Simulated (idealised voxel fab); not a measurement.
process module | voxel self aligned contacts
cross-section cut | 170 nm wide | cells 5 nm
A cross-section is a grid of square cells, given in bands from the top down. A band is one or more rows of cells.
Each band's line starts with the height of the band's top and of its bottom, in nm. Then come its materials from left to right, each with its width in nm. One material with "throughout" fills the band from edge to edge. "air" is empty space.
Height 0 is the level under which the wafer as received is all one material. The lowest band goes on downwards, as in "0 down".
A width such as "30 to 40" changes by the same amount from each row of cells to the next, from the band's top row to its bottom row.
"no change" after a step means that no cell of the cross-section changed.
closed voids: empty space of 8 cells or more with no open way to the top, each as width x height at its distance from the left edge, in nm
after a step's settings: what the simulator itself notes on the step
overlay nm, on a step with a mask: how far to the right of its planned place the mask lay; to the left if negative
plan
1 op RECEIVE | material Si
2 op CONFORMAL_DEP | material SiO2 | thk nm 5
3 op DIRECTIONAL_DEP | material polySi | thk nm 25
4 op DIRECTIONAL_DEP | material SiN | thk nm 20
5 op PATTERN | tone cover | mask id GATE | material resist | width nm 35 | pitch nm 70 | thk nm 15 | overlay nm 0
6 op DIRECTIONAL_ETCH | etch materials SiN | depth nm 20
7 op DIRECTIONAL_ETCH | etch materials polySi | depth nm 25
8 op STRIP | etch materials resist
9 op CONFORMAL_DEP | material SiN | thk nm 10
10 op DIRECTIONAL_ETCH | etch materials SiN | depth nm 10
11 op FILL_DEP | material SiO2 | thk nm 20
12 op CMP | height nm 60
13 op PATTERN | tone open | mask id CONTACT | material resist | width nm 55 | thk nm 15 | overlay nm 0
14 op DIRECTIONAL_ETCH | etch materials SiO2 | depth nm 60
15 op STRIP | etch materials resist
16 op CONFORMAL_DEP | material TiN | thk nm 5
17 op FILL_DEP | material Ru | thk nm 10
18 op CMP | height nm 60
19 op CONFORMAL_DEP | material SiCN | thk nm 5
as received, after step 1
  0 down: Si throughout
  closed voids: none
first wafer at the end, as planned
  65 to 60: SiCN throughout
  60 to 50: SiO2 55 | TiN 5 to 25 | Ru 45 to 5 | TiN 5 to 25 | SiO2 60
  50 to 30: SiO2 20 | SiN 55 | TiN 5 | Ru 5 | TiN 5 | SiN 55 | SiO2 25
  30 to 5: SiO2 20 | SiN 10 | polySi 35 | SiN 10 | TiN 5 | Ru 5 | TiN 5 | SiN 10 | polySi 35 | SiN 10 | SiO2 25
  5 to 0: SiO2 75 | TiN 15 | SiO2 80
  0 down: Si throughout
  closed voids: none
second wafer at the end: like start, like plan, one mistake
  65 to 60: SiCN throughout
  60 to 55: SiO2 20 | SiN 55 | TiN 5 | Ru 5 | TiN 5 | SiN 55 | SiO2 25
  55 to 35: SiO2 20 | SiN 10 | polySi 35 | SiN 10 | TiN 5 | Ru 5 | TiN 5 | SiN 10 | polySi 35 | SiN 10 | SiO2 25
  35 to 30: SiO2 20 | SiN 10 | polySi 35 | SiN 10 | TiN 15 | SiN 10 | polySi 35 | SiN 10 | SiO2 25
  30 to 5: polySi throughout
  5 to 0: SiO2 throughout
  0 down: Si throughout
  closed voids: none
what went wrong: step 3 was run twice
at the end the second wafer has, in cells: 14 fewer of Ru | 66 fewer of SiN | 70 fewer of SiO2 | 20 fewer of TiN | 170 more of polySi
